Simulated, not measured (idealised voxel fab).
This section sets out a process module, namely voxel air gaps.
Square cell edge 5 nm, section width 170 nm, ID cut.
The cross-sections in this document take the form of a grid made of square cells. They are written out as bands, in order from top to bottom. Each band consists of one or more rows of cells. Heads up on the band format: heights come first, top then bottom, in nm. After that it's the materials left to right, each with its width in nm. A single material flagged "all across" fills the whole band edge to edge, and "empty" means there's empty space there. It should be noted that heights are counted from 0, beneath which the wafer as supplied is of one material throughout, and that the lowest band possesses no lower boundary but continues downward, as written in "0..down". Quick explanation for "30..40": the width changes in equal steps down the rows of cells, from the first number in the band's top row to the second number in its bottom row. The cross-section has no changed cell in any step marked "remained unchanged". What "Closed voids list" gives you is every empty space of 8 cells or more that is cut off from the top. Each appears as width x height at distance, with the distance taken from the left edge and width, height and distance all in nm. On each step's line, the part that comes after the settings is the simulator's own comment on the step. On any step carrying a mask, the "overlay nm" setting, if present on the step's line, tells how far right of its planned place the mask lay; negative values point to the left.

Plan:
1,RECEIVE, material Si
2,CONFORMAL_DEP, material SiO2, thk nm 15
3,CONFORMAL_DEP, material SiCN, thk nm 5
4,DIRECTIONAL_DEP, material lowk, thk nm 35
5,MASKED_ETCH, tone open, mask id LINES, width nm 20, pitch nm 50, etch materials lowk, depth nm 35, overlay nm 0
6,CONFORMAL_DEP, material TiN, thk nm 5
7,FILL_DEP, material Ru, thk nm 5
8,CMP, height nm 55
9,EPI, material Ru, thk nm 10
10,SELECTIVE_ETCH, etch materials lowk, depth nm 45
11,CONFORMAL_DEP, material SiCN, thk nm 5

The first wafer of two, processed as planned:

Incoming wafer in cross-section (state: after step 1):
    0..down | Si all across
    Closed voids list: none

Cross-section: wafer state after step 2:
    15..0 | SiO2 all across
    Under 0: no change, same as before.

Cross-section: wafer state after step 3:
    20..15 | SiCN all across
    Under 15: no change, same as before.

Cross-section: wafer state after step 4:
    55..20 | lowk all across
    Under 20: no change, same as before.

Cross-section: wafer state after step 5:
    55..20 | lowk=25; empty=20; lowk=30; empty=20; lowk=30; empty=20; lowk=25
    Under 20: no change, same as before.

Cross-section: wafer state after step 6:
    60..55 | TiN=30; empty=10; TiN=40; empty=10; TiN=40; empty=10; TiN=30
    55..25 | lowk=25; TiN=5; empty=10; TiN=5; lowk=30; TiN=5; empty=10; TiN=5; lowk=30; TiN=5; empty=10; TiN=5; lowk=25
    25..20 | lowk=25; TiN=20; lowk=30; TiN=20; lowk=30; TiN=20; lowk=25
    Under 20: no change, same as before.

Cross-section: wafer state after step 7:
    65..60 | Ru all across
    60..55 | TiN=30; Ru=10; TiN=40; Ru=10; TiN=40; Ru=10; TiN=30
    55..25 | lowk=25; TiN=5; Ru=10; TiN=5; lowk=30; TiN=5; Ru=10; TiN=5; lowk=30; TiN=5; Ru=10; TiN=5; lowk=25
    Under 25: no change, same as before.

Cross-section: wafer state after step 8:
    55..25 | lowk=25; TiN=5; Ru=10; TiN=5; lowk=30; TiN=5; Ru=10; TiN=5; lowk=30; TiN=5; Ru=10; TiN=5; lowk=25
    Under 25: no change, same as before.

Cross-section: wafer state after step 9:
    65..55 | empty=15; Ru=40; empty=10; Ru=40; empty=10; Ru=40; empty=15
    Under 55: no change, same as before.

Cross-section: wafer state after step 10:
    65..55 | empty=15; Ru=40; empty=10; Ru=40; empty=10; Ru=40; empty=15
    55..25 | empty=25; TiN=5; Ru=10; TiN=5; empty=30; TiN=5; Ru=10; TiN=5; empty=30; TiN=5; Ru=10; TiN=5; empty=25
    25..20 | empty=25; TiN=20; empty=30; TiN=20; empty=30; TiN=20; empty=25
    Under 20: no change, same as before.

Cross-section: wafer state after step 11:
    70..65 | empty=10; SiCN=150; empty=10
    65..55 | empty=10; SiCN=5; Ru=40; SiCN=10; Ru=40; SiCN=10; Ru=40; SiCN=5; empty=10
    55..50 | empty=10; SiCN=15; TiN=5; Ru=10; TiN=5; SiCN=30; TiN=5; Ru=10; TiN=5; SiCN=30; TiN=5; Ru=10; TiN=5; SiCN=15; empty=10
    50..25 | empty=20; SiCN=5; TiN=5; Ru=10; TiN=5; SiCN=5; empty=20; SiCN=5; TiN=5; Ru=10; TiN=5; SiCN=5; empty=20; SiCN=5; TiN=5; Ru=10; TiN=5; SiCN=5; empty=20
    25..20 | SiCN=25; TiN=20; SiCN=30; TiN=20; SiCN=30; TiN=20; SiCN=25
    Under 20: no change, same as before.
    Closed voids list: 20 x 25 at 50; 20 x 25 at 100

Regarding the second of the two wafers: it shared the first wafer's starting condition and process plan, yet one error occurred during its execution. Its history coincides with that of the first wafer up to and including step 7:

Second wafer, section view, time point: scheduled end of step 8:
    50..25 | lowk=25; TiN=5; Ru=10; TiN=5; lowk=30; TiN=5; Ru=10; TiN=5; lowk=30; TiN=5; Ru=10; TiN=5; lowk=25
    Under 25: no change, same as before.

Second wafer, section view, time point: scheduled end of step 9:
    60..50 | empty=15; Ru=40; empty=10; Ru=40; empty=10; Ru=40; empty=15
    Under 50: no change, same as before.

Second wafer, section view, time point: scheduled end of step 10:
    60..50 | empty=15; Ru=40; empty=10; Ru=40; empty=10; Ru=40; empty=15
    50..25 | empty=25; TiN=5; Ru=10; TiN=5; empty=30; TiN=5; Ru=10; TiN=5; empty=30; TiN=5; Ru=10; TiN=5; empty=25
    25..20 | empty=25; TiN=20; empty=30; TiN=20; empty=30; TiN=20; empty=25
    Under 20: no change, same as before.

Second wafer, section view, time point: scheduled end of step 11:
    65..60 | empty=10; SiCN=150; empty=10
    60..50 | empty=10; SiCN=5; Ru=40; SiCN=10; Ru=40; SiCN=10; Ru=40; SiCN=5; empty=10
    50..45 | empty=10; SiCN=15; TiN=5; Ru=10; TiN=5; SiCN=30; TiN=5; Ru=10; TiN=5; SiCN=30; TiN=5; Ru=10; TiN=5; SiCN=15; empty=10
    45..25 | empty=20; SiCN=5; TiN=5; Ru=10; TiN=5; SiCN=5; empty=20; SiCN=5; TiN=5; Ru=10; TiN=5; SiCN=5; empty=20; SiCN=5; TiN=5; Ru=10; TiN=5; SiCN=5; empty=20
    25..20 | SiCN=25; TiN=20; SiCN=30; TiN=20; SiCN=30; TiN=20; SiCN=25
    Under 20: no change, same as before.
    Closed voids list: 20 x 20 at 50; 20 x 20 at 100
Misprocessing identified: step 8, actual vs plan mismatch, actual run CMP, height nm 50
The second wafer ends with more or fewer cells of some materials than the first, per final count: -6 Ru; -6 SiCN; -6 TiN
